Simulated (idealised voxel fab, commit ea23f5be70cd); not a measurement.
process module | voxel transistor to metal
cross-section cut | 165 nm wide | cells 5 nm
A cross-section is a grid of square cells, given in bands from the top down. A band is one or more rows of cells.
Each band's line starts with the height of the band's top and of its bottom, in nm. Then come its materials from left to right, each with its width in nm. One material with "throughout" fills the band from edge to edge. "air" is empty space.
Height 0 is the level under which the wafer as received is all one material. The lowest band goes on downwards, as in "0 down".
A width such as "30 to 40" changes by the same amount from each row of cells to the next, from the band's top row to its bottom row.
"no change" after a step means that no cell of the cross-section changed.
closed voids: empty space of 8 cells or more with no open way to the top, each as width x height at its distance from the left edge, in nm
after a step's settings: what the simulator itself notes on the step
overlay nm, on a step with a mask: how far to the right of its planned place the mask lay; to the left if negative
Each pair below shows a cross-section before one step and the cross-section after it, down to the lowest band that changed. The line under each pair gives the step between them, with its settings. The pairs can come from different runs of this module on the same starting wafer, so a pair continues from the pair above only where its "before" says so.
before
  140 to 120: resist 30 | air 20 | resist 60 | air 20 | resist 35
  120 to 110: aC 30 | air 20 | aC 60 | air 20 | aC 35
  110 to 80: lowk 30 | air 15 | lowk 65 | air 15 | lowk 40
  80 to 75: SiCN throughout
  75 to 60: SiO2 30 | W 20 | SiO2 60 | W 20 | SiO2 35
  60 to 55: SiO2 30 | TiN 20 | SiO2 60 | TiN 20 | SiO2 35
  55 to 40: SiO2 30 | TiN 5 | Ru 10 | TiN 5 | SiO2 60 | TiN 5 | Ru 10 | TiN 5 | SiO2 35
  40 to 25: SiO2 30 | TiN 5 | Ru 10 | TiN 5 | SiO2 5 | SiN 10 | SiO2 5 | SiCN 20 | SiO2 5 | SiN 10 | SiO2 5 | TiN 5 | Ru 10 | TiN 5 | SiO2 35
  25 to 10: SiO2 30 | TiN 5 | Ru 10 | TiN 5 | SiO2 5 | SiN 10 | SiO2 5 | polySi 20 | SiO2 5 | SiN 10 | SiO2 5 | TiN 5 | Ru 10 | TiN 5 | SiO2 35
  10 to 5: SiO2 30 | TiN 20 | SiO2 5 | SiN 10 | SiO2 5 | polySi 20 | SiO2 5 | SiN 10 | SiO2 5 | TiN 20 | SiO2 35
  5 to 0: SiO2 30 | pSi 25 | SiN 10 | SiO2 5 | polySi 20 | SiO2 5 | SiN 10 | pSi 25 | SiO2 35
  0 to -5: SiO2 25 | SiN 10 | pSi 20 | SiN 10 | SiO2 5 | polySi 20 | SiO2 5 | SiN 10 | pSi 20 | SiN 10 | SiO2 30
  -5 to -10: SiO2 35 | pSi 20 | SiO2 50 | pSi 20 | SiO2 40
  -10 to -30: SiO2 25 | Si 110 | SiO2 30
  -30 down: Si throughout
  closed voids: none
after
  120 to 110: aC 30 | air 20 | aC 60 | air 20 | aC 35
  below 110: unchanged
  closed voids: none
the step between: op STRIP | etch materials resist
before: the cross-section after the pair above
after
  120 to 110: aC 30 | air 20 | aC 60 | air 20 | aC 35
  110 to 95: lowk 30 | air 20 | lowk 60 | air 20 | lowk 35
  below 95: unchanged
  closed voids: none
the step between: op DIRECTIONAL_ETCH | etch materials lowk | depth nm 15
before: the cross-section after the pair above
after
  120 to 110: aC 30 | air 20 | aC 60 | air 20 | aC 35
  110 to 95: lowk 30 | air 20 | lowk 60 | air 20 | lowk 35
  95 to 80: lowk 30 | air 15 | lowk 65 | air 15 | lowk 40
  80 to 75: SiCN 30 | air 15 | SiCN 65 | air 15 | SiCN 40
  below 75: unchanged
  closed voids: none
the step between: op DIRECTIONAL_ETCH | etch materials SiCN | depth nm 5
before: the cross-section after the pair above
after
  110 to 95: lowk 30 | air 20 | lowk 60 | air 20 | lowk 35
  below 95: unchanged
  closed voids: none
the step between: op STRIP | etch materials aC
before: the cross-section after the pair above
after
  115 to 110: TiN 35 | air 10 | TiN 70 | air 10 | TiN 40
  110 to 100: lowk 30 | TiN 5 | air 10 | TiN 5 | lowk 60 | TiN 5 | air 10 | TiN 5 | lowk 35
  100 to 95: lowk 30 | TiN 5 | air 5 | TiN 10 | lowk 60 | TiN 5 | air 5 | TiN 10 | lowk 35
  95 to 80: lowk 30 | TiN 5 | air 5 | TiN 5 | lowk 65 | TiN 5 | air 5 | TiN 5 | lowk 40
  80 to 75: SiCN 30 | TiN 15 | SiCN 65 | TiN 15 | SiCN 40
  below 75: unchanged
  closed voids: none
the step between: op CONFORMAL_DEP | material TiN | thk nm 5
before: the cross-section after the pair above
after
  125 to 115: Cu throughout
  115 to 110: TiN 35 | Cu 10 | TiN 70 | Cu 10 | TiN 40
  110 to 100: lowk 30 | TiN 5 | Cu 10 | TiN 5 | lowk 60 | TiN 5 | Cu 10 | TiN 5 | lowk 35
  100 to 95: lowk 30 | TiN 5 | Cu 5 | TiN 10 | lowk 60 | TiN 5 | Cu 5 | TiN 10 | lowk 35
  95 to 80: lowk 30 | TiN 5 | Cu 5 | TiN 5 | lowk 65 | TiN 5 | Cu 5 | TiN 5 | lowk 40
  below 80: unchanged
  closed voids: none
the step between: op FILL_DEP | material Cu | thk nm 10
before: the cross-section after the pair above
after
  110 to 100: lowk 30 | TiN 5 | Cu 10 | TiN 5 | lowk 60 | TiN 5 | Cu 10 | TiN 5 | lowk 35
  below 100: unchanged
  closed voids: none
the step between: op CMP | height nm 110
before: the cross-section after the pair above
after
  115 to 110: SiN throughout
  below 110: unchanged
  closed voids: none
the step between: op CONFORMAL_DEP | material SiN | thk nm 5
before
  25 to 15: aC throughout
  15 to 0: SiN throughout
  0 to -5: SiO2 throughout
  -5 down: Si throughout
  closed voids: none
after
  50 to 25: air 25 | resist 115 | air 25
  below 25: unchanged
  closed voids: none
the step between: op PATTERN | tone cover | mask id ACTIVE | material resist | width nm 115 | thk nm 25 | overlay nm 0
before: the cross-section after the pair above
after
  40 to 25: air 25 | resist 115 | air 25
  25 to 15: air 25 | aC 115 | air 25
  below 15: unchanged
  closed voids: none
the step between: op DIRECTIONAL_ETCH | etch materials aC | depth nm 10
before: the cross-section after the pair above
after
  25 to 15: air 25 | aC 115 | air 25
  below 15: unchanged
  closed voids: none
the step between: op STRIP | etch materials resist
before: the cross-section after the pair above
after
  25 to 15: air 25 | aC 115 | air 25
  15 to 0: air 25 | SiN 115 | air 25
  below 0: unchanged
  closed voids: none
the step between: op DIRECTIONAL_ETCH | etch materials SiN | depth nm 15
before: the cross-section after the pair above
after
  25 to 15: air 25 | aC 115 | air 25
  15 to 0: air 25 | SiN 115 | air 25
  0 to -5: air 25 | SiO2 115 | air 25
  below -5: unchanged
  closed voids: none
the step between: op DIRECTIONAL_ETCH | etch materials SiO2 | depth nm 5
before: the cross-section after the pair above
after
  25 to 15: air 25 | aC 115 | air 25
  15 to 0: air 25 | SiN 115 | air 25
  0 to -5: air 25 | SiO2 115 | air 25
  -5 to -30: air 25 | Si 115 | air 25
  below -30: unchanged
  closed voids: none
the step between: op DIRECTIONAL_ETCH | etch materials Si | depth nm 25
before: the cross-section after the pair above
after
  15 to 0: air 25 | SiN 115 | air 25
  below 0: unchanged
  closed voids: none
the step between: op STRIP | etch materials aC
before: the cross-section after the pair above
after
  20 to 15: SiO2 throughout
  15 to 0: SiO2 25 | SiN 115 | SiO2 25
  0 to -5: SiO2 throughout
  -5 to -30: SiO2 25 | Si 115 | SiO2 25
  below -30: unchanged
  closed voids: none
the step between: op FILL_DEP | material SiO2 | thk nm 5
before: the cross-section after the pair above
after
  15 to 0: SiO2 25 | SiN 115 | SiO2 25
  below 0: unchanged
  closed voids: none
the step between: op CMP | height nm 15
before: the cross-section after the pair above
after
  15 to 5: air 25 | SiN 115 | air 25
  below 5: unchanged
  closed voids: none
the step between: op SELECTIVE_ETCH | etch materials SiO2 | depth nm 10
before: the cross-section after the pair above
after
  5 to 0: SiO2 25 | air 115 | SiO2 25
  below 0: unchanged
  closed voids: none
the step between: op STRIP | etch materials SiN
before: the cross-section after the pair above
after
  0 to -5: SiO2 20 | air 125 | SiO2 20
  below -5: unchanged
  closed voids: none
the step between: op SELECTIVE_ETCH | etch materials SiO2 | depth nm 5
before: the cross-section after the pair above
after
  0 to -5: SiO2 20 | air 125 | SiO2 20
  -5 to -10: SiO2 throughout
  below -10: unchanged
  closed voids: none
the step between: op OXIDIZE | depth nm 5
before: the cross-section after the pair above
after
  30 to 25: polySi 20 | air 125 | polySi 20
  25 to 0: polySi throughout
  0 to -5: SiO2 20 | polySi 125 | SiO2 20
  below -5: unchanged
  closed voids: none
the step between: op DIRECTIONAL_DEP | material polySi | thk nm 30
before: the cross-section after the pair above
after
  45 to 40: SiCN 20 | air 125 | SiCN 20
  40 to 30: SiCN throughout
  30 to 25: polySi 20 | SiCN 125 | polySi 20
  below 25: unchanged
  closed voids: none
the step between: op DIRECTIONAL_DEP | material SiCN | thk nm 15
before: the cross-section after the pair above
after
  40 to 30: air 70 | SiCN 20 | air 75
  30 to 25: polySi 20 | air 50 | SiCN 20 | air 55 | polySi 20
  below 25: unchanged
  closed voids: none
the step between: op MASKED_ETCH | tone cover | mask id GATE | width nm 20 | etch materials SiCN | depth nm 25 | overlay nm 0
before: the cross-section after the pair above
after
  40 to 25: air 70 | SiCN 20 | air 75
  25 to 0: air 70 | polySi 20 | air 75
  0 to -5: SiO2 20 | air 50 | polySi 20 | air 55 | SiO2 20
  below -5: unchanged
  closed voids: none
the step between: op MASKED_ETCH | tone cover | mask id GATE | width nm 20 | etch materials polySi | depth nm 40 | overlay nm 0
before: the cross-section after the pair above
after
  45 to 40: air 65 | SiO2 30 | air 70
  40 to 25: air 65 | SiO2 5 | SiCN 20 | SiO2 5 | air 70
  25 to 5: air 65 | SiO2 5 | polySi 20 | SiO2 5 | air 70
  5 to 0: SiO2 25 | air 40 | SiO2 5 | polySi 20 | SiO2 5 | air 45 | SiO2 25
  0 to -5: SiO2 70 | polySi 20 | SiO2 75
  below -5: unchanged
  closed voids: none
the step between: op CONFORMAL_DEP | material SiO2 | thk nm 5
before: the cross-section after the pair above
after
  40 to 25: air 65 | SiO2 5 | SiCN 20 | SiO2 5 | air 70
  25 to 0: air 65 | SiO2 5 | polySi 20 | SiO2 5 | air 70
  0 to -5: SiO2 25 | air 40 | SiO2 5 | polySi 20 | SiO2 5 | air 45 | SiO2 25
  below -5: unchanged
  closed voids: none
the step between: op DIRECTIONAL_ETCH | etch materials SiO2 | depth nm 5
before: the cross-section after the pair above
after
  50 to 40: air 55 | SiN 50 | air 60
  40 to 25: air 55 | SiN 10 | SiO2 5 | SiCN 20 | SiO2 5 | SiN 10 | air 60
  25 to 10: air 55 | SiN 10 | SiO2 5 | polySi 20 | SiO2 5 | SiN 10 | air 60
  10 to 5: SiN 35 | air 20 | SiN 10 | SiO2 5 | polySi 20 | SiO2 5 | SiN 10 | air 25 | SiN 35
  5 to 0: SiN 65 | SiO2 5 | polySi 20 | SiO2 5 | SiN 70
  0 to -5: SiO2 25 | SiN 40 | SiO2 5 | polySi 20 | SiO2 5 | SiN 45 | SiO2 25
  below -5: unchanged
  closed voids: none
the step between: op CONFORMAL_DEP | material SiN | thk nm 10
before: the cross-section after the pair above
after
  40 to 25: air 55 | SiN 10 | SiO2 5 | SiCN 20 | SiO2 5 | SiN 10 | air 60
  25 to 0: air 55 | SiN 10 | SiO2 5 | polySi 20 | SiO2 5 | SiN 10 | air 60
  0 to -5: SiO2 25 | SiN 10 | air 20 | SiN 10 | SiO2 5 | polySi 20 | SiO2 5 | SiN 10 | air 25 | SiN 10 | SiO2 25
  below -5: unchanged
  closed voids: none
the step between: op DIRECTIONAL_ETCH | etch materials SiN | depth nm 10
before: the cross-section after the pair above
after
  40 to 35: air 55 | SiN 10 | air 5 | SiCN 20 | air 5 | SiN 10 | air 60
  35 to 25: air 55 | SiN 10 | SiO2 5 | SiCN 20 | SiO2 5 | SiN 10 | air 60
  25 to 0: air 55 | SiN 10 | SiO2 5 | polySi 20 | SiO2 5 | SiN 10 | air 60
  0 to -5: air 25 | SiN 10 | air 20 | SiN 10 | SiO2 5 | polySi 20 | SiO2 5 | SiN 10 | air 25 | SiN 10 | air 25
  -5 to -10: SiO2 35 | air 20 | SiO2 50 | air 25 | SiO2 35
  below -10: unchanged
  closed voids: none
the step between: op DIRECTIONAL_ETCH | etch materials SiO2 | depth nm 5
before: the cross-section after the pair above
after
  40 to 35: air 55 | SiN 10 | air 5 | SiCN 20 | air 5 | SiN 10 | air 60
  35 to 25: air 55 | SiN 10 | SiO2 5 | SiCN 20 | SiO2 5 | SiN 10 | air 60
  25 to 0: air 55 | SiN 10 | SiO2 5 | polySi 20 | SiO2 5 | SiN 10 | air 60
  0 to -5: air 25 | SiN 10 | air 20 | SiN 10 | SiO2 5 | polySi 20 | SiO2 5 | SiN 10 | air 25 | SiN 10 | air 25
  -5 to -10: SiO2 35 | pSi 20 | SiO2 50 | pSi 25 | SiO2 35
  below -10: unchanged
  closed voids: none
the step between: op EPI | material pSi | thk nm 5
before: the cross-section after the pair above
after
  45 to 40: SiO2 throughout
  40 to 25: SiO2 55 | SiN 10 | SiO2 5 | SiCN 20 | SiO2 5 | SiN 10 | SiO2 60
  25 to 0: SiO2 55 | SiN 10 | SiO2 5 | polySi 20 | SiO2 5 | SiN 10 | SiO2 60
  0 to -5: SiO2 25 | SiN 10 | SiO2 20 | SiN 10 | SiO2 5 | polySi 20 | SiO2 5 | SiN 10 | SiO2 25 | SiN 10 | SiO2 25
  below -5: unchanged
  closed voids: none
the step between: op FILL_DEP | material SiO2 | thk nm 5
before: the cross-section after the pair above
after
  40 to 25: SiO2 55 | SiN 10 | SiO2 5 | SiCN 20 | SiO2 5 | SiN 10 | SiO2 60
  below 25: unchanged
  closed voids: none
the step between: op CMP | height nm 40
before: the cross-section after the pair above
after
  55 to 40: SiO2 throughout
  below 40: unchanged
  closed voids: none
the step between: op DIRECTIONAL_DEP | material SiO2 | thk nm 15
before: the cross-section after the pair above
after
  75 to 55: resist 30 | air 20 | resist 60 | air 20 | resist 35
  below 55: unchanged
  closed voids: none
the step between: op PATTERN | tone open | mask id CONTACT | material resist | width nm 20 | pitch nm 80 | thk nm 20 | overlay nm 0
before: the cross-section after the pair above
after
  75 to 55: resist 30 | air 20 | resist 60 | air 20 | resist 35
  55 to 40: SiO2 30 | air 20 | SiO2 60 | air 20 | SiO2 35
  40 to 25: SiO2 30 | air 20 | SiO2 5 | SiN 10 | SiO2 5 | SiCN 20 | SiO2 5 | SiN 10 | SiO2 5 | air 20 | SiO2 35
  25 to 0: SiO2 30 | air 20 | SiO2 5 | SiN 10 | SiO2 5 | polySi 20 | SiO2 5 | SiN 10 | SiO2 5 | air 20 | SiO2 35
  0 to -5: SiO2 25 | SiN 10 | air 15 | SiO2 5 | SiN 10 | SiO2 5 | polySi 20 | SiO2 5 | SiN 10 | SiO2 5 | air 20 | SiN 10 | SiO2 25
  below -5: unchanged
  closed voids: none
the step between: op DIRECTIONAL_ETCH | etch materials SiO2 | depth nm 60
before: the cross-section after the pair above
after
  55 to 40: SiO2 30 | air 20 | SiO2 60 | air 20 | SiO2 35
  below 40: unchanged
  closed voids: none
the step between: op STRIP | etch materials resist
before: the cross-section after the pair above
after
  60 to 55: TiN 35 | air 10 | TiN 70 | air 10 | TiN 40
  55 to 40: SiO2 30 | TiN 5 | air 10 | TiN 5 | SiO2 60 | TiN 5 | air 10 | TiN 5 | SiO2 35
  40 to 25: SiO2 30 | TiN 5 | air 10 | TiN 5 | SiO2 5 | SiN 10 | SiO2 5 | SiCN 20 | SiO2 5 | SiN 10 | SiO2 5 | TiN 5 | air 10 | TiN 5 | SiO2 35
  25 to 5: SiO2 30 | TiN 5 | air 10 | TiN 5 | SiO2 5 | SiN 10 | SiO2 5 | polySi 20 | SiO2 5 | SiN 10 | SiO2 5 | TiN 5 | air 10 | TiN 5 | SiO2 35
  5 to 0: SiO2 30 | TiN 10 | air 5 | TiN 5 | SiO2 5 | SiN 10 | SiO2 5 | polySi 20 | SiO2 5 | SiN 10 | SiO2 5 | TiN 5 | air 10 | TiN 5 | SiO2 35
  0 to -5: SiO2 25 | SiN 10 | TiN 15 | SiO2 5 | SiN 10 | SiO2 5 | polySi 20 | SiO2 5 | SiN 10 | SiO2 5 | TiN 20 | SiN 10 | SiO2 25
  below -5: unchanged
  closed voids: none
the step between: op CONFORMAL_DEP | material TiN | thk nm 5
before: the cross-section after the pair above
after
  65 to 60: Ru throughout
  60 to 55: TiN 35 | Ru 10 | TiN 70 | Ru 10 | TiN 40
  55 to 40: SiO2 30 | TiN 5 | Ru 10 | TiN 5 | SiO2 60 | TiN 5 | Ru 10 | TiN 5 | SiO2 35
  40 to 25: SiO2 30 | TiN 5 | Ru 10 | TiN 5 | SiO2 5 | SiN 10 | SiO2 5 | SiCN 20 | SiO2 5 | SiN 10 | SiO2 5 | TiN 5 | Ru 10 | TiN 5 | SiO2 35
  25 to 5: SiO2 30 | TiN 5 | Ru 10 | TiN 5 | SiO2 5 | SiN 10 | SiO2 5 | polySi 20 | SiO2 5 | SiN 10 | SiO2 5 | TiN 5 | Ru 10 | TiN 5 | SiO2 35
  5 to 0: SiO2 30 | TiN 10 | Ru 5 | TiN 5 | SiO2 5 | SiN 10 | SiO2 5 | polySi 20 | SiO2 5 | SiN 10 | SiO2 5 | TiN 5 | Ru 10 | TiN 5 | SiO2 35
  below 0: unchanged
  closed voids: none
the step between: op FILL_DEP | material Ru | thk nm 5
before: the cross-section after the pair above
after
  55 to 40: SiO2 30 | TiN 5 | Ru 10 | TiN 5 | SiO2 60 | TiN 5 | Ru 10 | TiN 5 | SiO2 35
  below 40: unchanged
  closed voids: none
the step between: op CMP | height nm 55
before: the cross-section after the pair above
after
  60 to 55: TiN throughout
  below 55: unchanged
  closed voids: none
the step between: op DIRECTIONAL_DEP | material TiN | thk nm 5
before: the cross-section after the pair above
after
  75 to 60: W throughout
  below 60: unchanged
  closed voids: none
the step between: op DIRECTIONAL_DEP | material W | thk nm 15
before: the cross-section after the pair above
after
  95 to 75: air 30 | resist 20 | air 60 | resist 20 | air 35
  below 75: unchanged
  closed voids: none
the step between: op PATTERN | tone cover | mask id METAL_1 | material resist | width nm 20 | pitch nm 80 | thk nm 20 | overlay nm 0
before: the cross-section after the pair above
after
  95 to 75: air 30 | resist 20 | air 60 | resist 20 | air 35
  75 to 60: air 30 | W 20 | air 60 | W 20 | air 35
  below 60: unchanged
  closed voids: none
the step between: op DIRECTIONAL_ETCH | etch materials W | depth nm 15
before: the cross-section after the pair above
after
  95 to 75: air 30 | resist 20 | air 60 | resist 20 | air 35
  75 to 60: air 30 | W 20 | air 60 | W 20 | air 35
  60 to 55: air 30 | TiN 20 | air 60 | TiN 20 | air 35
  below 55: unchanged
  closed voids: none
the step between: op DIRECTIONAL_ETCH | etch materials TiN | depth nm 5
before: the cross-section after the pair above
after
  75 to 60: air 30 | W 20 | air 60 | W 20 | air 35
  below 60: unchanged
  closed voids: none
the step between: op STRIP | etch materials resist
before: the cross-section after the pair above
after
  85 to 75: SiO2 throughout
  75 to 60: SiO2 30 | W 20 | SiO2 60 | W 20 | SiO2 35
  60 to 55: SiO2 30 | TiN 20 | SiO2 60 | TiN 20 | SiO2 35
  below 55: unchanged
  closed voids: none
the step between: op FILL_DEP | material SiO2 | thk nm 10
before: the cross-section after the pair above
after
  75 to 60: SiO2 30 | W 20 | SiO2 60 | W 20 | SiO2 35
  below 60: unchanged
  closed voids: none
the step between: op CMP | height nm 75
before: the cross-section after the pair above
after
  80 to 75: SiCN throughout
  below 75: unchanged
  closed voids: none
the step between: op CONFORMAL_DEP | material SiCN | thk nm 5
before: the cross-section after the pair above
after
  110 to 80: lowk throughout
  below 80: unchanged
  closed voids: none
the step between: op DIRECTIONAL_DEP | material lowk | thk nm 30
before: the cross-section after the pair above
after
  125 to 110: resist 30 | air 15 | resist 65 | air 15 | resist 40
  below 110: unchanged
  closed voids: none
the step between: op PATTERN | tone open | mask id METAL_2_HOLES | material resist | width nm 15 | pitch nm 80 | thk nm 15 | overlay nm 0
before: the cross-section after the pair above
after
  125 to 110: resist 30 | air 15 | resist 65 | air 15 | resist 40
  110 to 80: lowk 30 | air 15 | lowk 65 | air 15 | lowk 40
  below 80: unchanged
  closed voids: none
the step between: op DIRECTIONAL_ETCH | etch materials lowk | depth nm 30
before: the cross-section after the pair above
after
  110 to 80: lowk 30 | air 15 | lowk 65 | air 15 | lowk 40
  below 80: unchanged
  closed voids: none
the step between: op STRIP | etch materials resist
before: the cross-section after the pair above
after
  120 to 110: aC 30 | air 15 | aC 65 | air 15 | aC 40
  110 to 90: lowk 30 | air 15 | lowk 65 | air 15 | lowk 40
  90 to 80: lowk 30 | aC 15 | lowk 65 | aC 15 | lowk 40
  below 80: unchanged
  closed voids: none
the step between: op DIRECTIONAL_DEP | material aC | thk nm 10
before: the cross-section after the pair above
after
  150 to 120: resist 30 | air 20 | resist 60 | air 20 | resist 35
  below 120: unchanged
  closed voids: none
the step between: op PATTERN | tone open | mask id METAL_2 | material resist | width nm 20 | pitch nm 80 | thk nm 30 | overlay nm 0
before: the cross-section after the pair above
after
  140 to 120: resist 30 | air 20 | resist 60 | air 20 | resist 35
  120 to 110: aC 30 | air 20 | aC 60 | air 20 | aC 35
  110 to 80: lowk 30 | air 15 | lowk 65 | air 15 | lowk 40
  below 80: unchanged
  closed voids: none
the step between: op DIRECTIONAL_ETCH | etch materials aC | depth nm 10
before: the cross-section after the pair above
after
  120 to 110: aC 30 | air 20 | aC 60 | air 20 | aC 35
  below 110: unchanged
  closed voids: none
the step between: op STRIP | etch materials resist
before: the cross-section after the pair above
after
  120 to 110: aC 30 | air 20 | aC 60 | air 20 | aC 35
  110 to 95: lowk 30 | air 20 | lowk 60 | air 20 | lowk 35
  below 95: unchanged
  closed voids: none
the step between: op DIRECTIONAL_ETCH | etch materials lowk | depth nm 15
before: the cross-section after the pair above
after
  120 to 110: aC 30 | air 20 | aC 60 | air 20 | aC 35
  110 to 95: lowk 30 | air 20 | lowk 60 | air 20 | lowk 35
  95 to 80: lowk 30 | air 15 | lowk 65 | air 15 | lowk 40
  80 to 75: SiCN 30 | air 15 | SiCN 65 | air 15 | SiCN 40
  below 75: unchanged
  closed voids: none
the step between: op DIRECTIONAL_ETCH | etch materials SiCN | depth nm 5
before: the cross-section after the pair above
after
  110 to 95: lowk 30 | air 20 | lowk 60 | air 20 | lowk 35
  below 95: unchanged
  closed voids: none
the step between: op STRIP | etch materials aC
before: the cross-section after the pair above
after
  115 to 110: TiN 35 | air 10 | TiN 70 | air 10 | TiN 40
  110 to 100: lowk 30 | TiN 5 | air 10 | TiN 5 | lowk 60 | TiN 5 | air 10 | TiN 5 | lowk 35
  100 to 95: lowk 30 | TiN 5 | air 5 | TiN 10 | lowk 60 | TiN 5 | air 5 | TiN 10 | lowk 35
  95 to 80: lowk 30 | TiN 5 | air 5 | TiN 5 | lowk 65 | TiN 5 | air 5 | TiN 5 | lowk 40
  80 to 75: SiCN 30 | TiN 15 | SiCN 65 | TiN 15 | SiCN 40
  below 75: unchanged
  closed voids: none
the step between: op CONFORMAL_DEP | material TiN | thk nm 5
before: the cross-section after the pair above
after
  125 to 115: Cu throughout
  115 to 110: TiN 35 | Cu 10 | TiN 70 | Cu 10 | TiN 40
  110 to 100: lowk 30 | TiN 5 | Cu 10 | TiN 5 | lowk 60 | TiN 5 | Cu 10 | TiN 5 | lowk 35
  100 to 95: lowk 30 | TiN 5 | Cu 5 | TiN 10 | lowk 60 | TiN 5 | Cu 5 | TiN 10 | lowk 35
  95 to 80: lowk 30 | TiN 5 | Cu 5 | TiN 5 | lowk 65 | TiN 5 | Cu 5 | TiN 5 | lowk 40
  below 80: unchanged
  closed voids: none
the step between: op FILL_DEP | material Cu | thk nm 10
before: the cross-section after the pair above
after
  110 to 100: lowk 30 | TiN 5 | Cu 10 | TiN 5 | lowk 60 | TiN 5 | Cu 10 | TiN 5 | lowk 35
  below 100: unchanged
  closed voids: none
the step between: op CMP | height nm 110
before: the cross-section after the pair above
after
  115 to 110: SiN throughout
  below 110: unchanged
  closed voids: none
the step between: op CONFORMAL_DEP | material SiN | thk nm 5
before
  45 to 40: SiCN 20 | air 120 | SiCN 25
  40 to 30: SiCN throughout
  30 to 25: polySi 20 | SiCN 120 | polySi 25
  25 to 0: polySi throughout
  0 to -5: SiO2 20 | polySi 120 | SiO2 25
  -5 to -10: SiO2 throughout
  -10 to -30: SiO2 25 | Si 110 | SiO2 30
  -30 down: Si throughout
  closed voids: none
after
  40 to 30: air 65 | SiCN 20 | air 80
  30 to 25: polySi 20 | air 45 | SiCN 20 | air 55 | polySi 25
  below 25: unchanged
  closed voids: none
the step between: op MASKED_ETCH | tone cover | mask id GATE | width nm 20 | etch materials SiCN | depth nm 25 | overlay nm -5
before: the cross-section after the pair above
after
  40 to 25: air 65 | SiCN 20 | air 80
  25 to 0: air 65 | polySi 25 | air 75
  0 to -5: SiO2 20 | air 45 | polySi 25 | air 50 | SiO2 25
  below -5: unchanged
  closed voids: none
the step between: op MASKED_ETCH | tone cover | mask id GATE | width nm 20 | etch materials polySi | depth nm 40 | overlay nm 0
before: the cross-section after the pair above
after
  45 to 40: air 60 | SiO2 30 | air 75
  40 to 30: air 60 | SiO2 5 | SiCN 20 | SiO2 5 | air 75
  30 to 25: air 60 | SiO2 5 | SiCN 20 | SiO2 10 | air 70
  25 to 5: air 60 | SiO2 5 | polySi 25 | SiO2 5 | air 70
  5 to 0: SiO2 25 | air 35 | SiO2 5 | polySi 25 | SiO2 5 | air 40 | SiO2 30
  0 to -5: SiO2 65 | polySi 25 | SiO2 75
  below -5: unchanged
  closed voids: none
the step between: op CONFORMAL_DEP | material SiO2 | thk nm 5
before: the cross-section after the pair above
after
  40 to 25: air 60 | SiO2 5 | SiCN 20 | SiO2 5 | air 75
  25 to 0: air 60 | SiO2 5 | polySi 25 | SiO2 5 | air 70
  0 to -5: SiO2 25 | air 35 | SiO2 5 | polySi 25 | SiO2 5 | air 40 | SiO2 30
  below -5: unchanged
  closed voids: none
the step between: op DIRECTIONAL_ETCH | etch materials SiO2 | depth nm 5
before: the cross-section after the pair above
after
  50 to 40: air 50 | SiN 50 | air 65
  40 to 35: air 50 | SiN 10 | SiO2 5 | SiCN 20 | SiO2 5 | SiN 10 | air 65
  35 to 25: air 50 | SiN 10 | SiO2 5 | SiCN 20 | SiO2 5 | SiN 15 | air 60
  25 to 10: air 50 | SiN 10 | SiO2 5 | polySi 25 | SiO2 5 | SiN 10 | air 60
  10 to 5: SiN 35 | air 15 | SiN 10 | SiO2 5 | polySi 25 | SiO2 5 | SiN 10 | air 20 | SiN 40
  5 to 0: SiN 60 | SiO2 5 | polySi 25 | SiO2 5 | SiN 70
  0 to -5: SiO2 25 | SiN 35 | SiO2 5 | polySi 25 | SiO2 5 | SiN 40 | SiO2 30
  below -5: unchanged
  closed voids: none
the step between: op CONFORMAL_DEP | material SiN | thk nm 10
before: the cross-section after the pair above
after
  40 to 25: air 50 | SiN 10 | SiO2 5 | SiCN 20 | SiO2 5 | SiN 10 | air 65
  25 to 0: air 50 | SiN 10 | SiO2 5 | polySi 25 | SiO2 5 | SiN 10 | air 60
  0 to -5: SiO2 25 | SiN 10 | air 15 | SiN 10 | SiO2 5 | polySi 25 | SiO2 5 | SiN 10 | air 20 | SiN 10 | SiO2 30
  below -5: unchanged
  closed voids: none
the step between: op DIRECTIONAL_ETCH | etch materials SiN | depth nm 10
before: the cross-section after the pair above
after
  40 to 35: air 50 | SiN 10 | air 5 | SiCN 20 | air 5 | SiN 10 | air 65
  35 to 25: air 50 | SiN 10 | SiO2 5 | SiCN 20 | SiO2 5 | SiN 10 | air 65
  25 to 0: air 50 | SiN 10 | SiO2 5 | polySi 25 | SiO2 5 | SiN 10 | air 60
  0 to -5: air 25 | SiN 10 | air 15 | SiN 10 | SiO2 5 | polySi 25 | SiO2 5 | SiN 10 | air 20 | SiN 10 | air 30
  -5 to -10: SiO2 35 | air 15 | SiO2 55 | air 20 | SiO2 40
  below -10: unchanged
  closed voids: none
the step between: op DIRECTIONAL_ETCH | etch materials SiO2 | depth nm 5
before: the cross-section after the pair above
after
  40 to 35: air 50 | SiN 10 | air 5 | SiCN 20 | air 5 | SiN 10 | air 65
  35 to 25: air 50 | SiN 10 | SiO2 5 | SiCN 20 | SiO2 5 | SiN 10 | air 65
  25 to 0: air 50 | SiN 10 | SiO2 5 | polySi 25 | SiO2 5 | SiN 10 | air 60
  0 to -5: air 25 | SiN 10 | air 15 | SiN 10 | SiO2 5 | polySi 25 | SiO2 5 | SiN 10 | air 20 | SiN 10 | air 30
  -5 to -10: SiO2 35 | pSi 15 | SiO2 55 | pSi 20 | SiO2 40
  below -10: unchanged
  closed voids: none
the step between: op EPI | material pSi | thk nm 5
before: the cross-section after the pair above
after
  45 to 40: SiO2 throughout
  40 to 25: SiO2 50 | SiN 10 | SiO2 5 | SiCN 20 | SiO2 5 | SiN 10 | SiO2 65
  25 to 0: SiO2 50 | SiN 10 | SiO2 5 | polySi 25 | SiO2 5 | SiN 10 | SiO2 60
  0 to -5: SiO2 25 | SiN 10 | SiO2 15 | SiN 10 | SiO2 5 | polySi 25 | SiO2 5 | SiN 10 | SiO2 20 | SiN 10 | SiO2 30
  below -5: unchanged
  closed voids: none
the step between: op FILL_DEP | material SiO2 | thk nm 5
before: the cross-section after the pair above
after
  40 to 25: SiO2 50 | SiN 10 | SiO2 5 | SiCN 20 | SiO2 5 | SiN 10 | SiO2 65
  below 25: unchanged
  closed voids: none
the step between: op CMP | height nm 40
before: the cross-section after the pair above
after
  55 to 40: SiO2 throughout
  below 40: unchanged
  closed voids: none
the step between: op DIRECTIONAL_DEP | material SiO2 | thk nm 15
before: the cross-section after the pair above
after
  75 to 55: resist 30 | air 20 | resist 60 | air 20 | resist 35
  below 55: unchanged
  closed voids: none
the step between: op PATTERN | tone open | mask id CONTACT | material resist | width nm 20 | pitch nm 80 | thk nm 20 | overlay nm 0
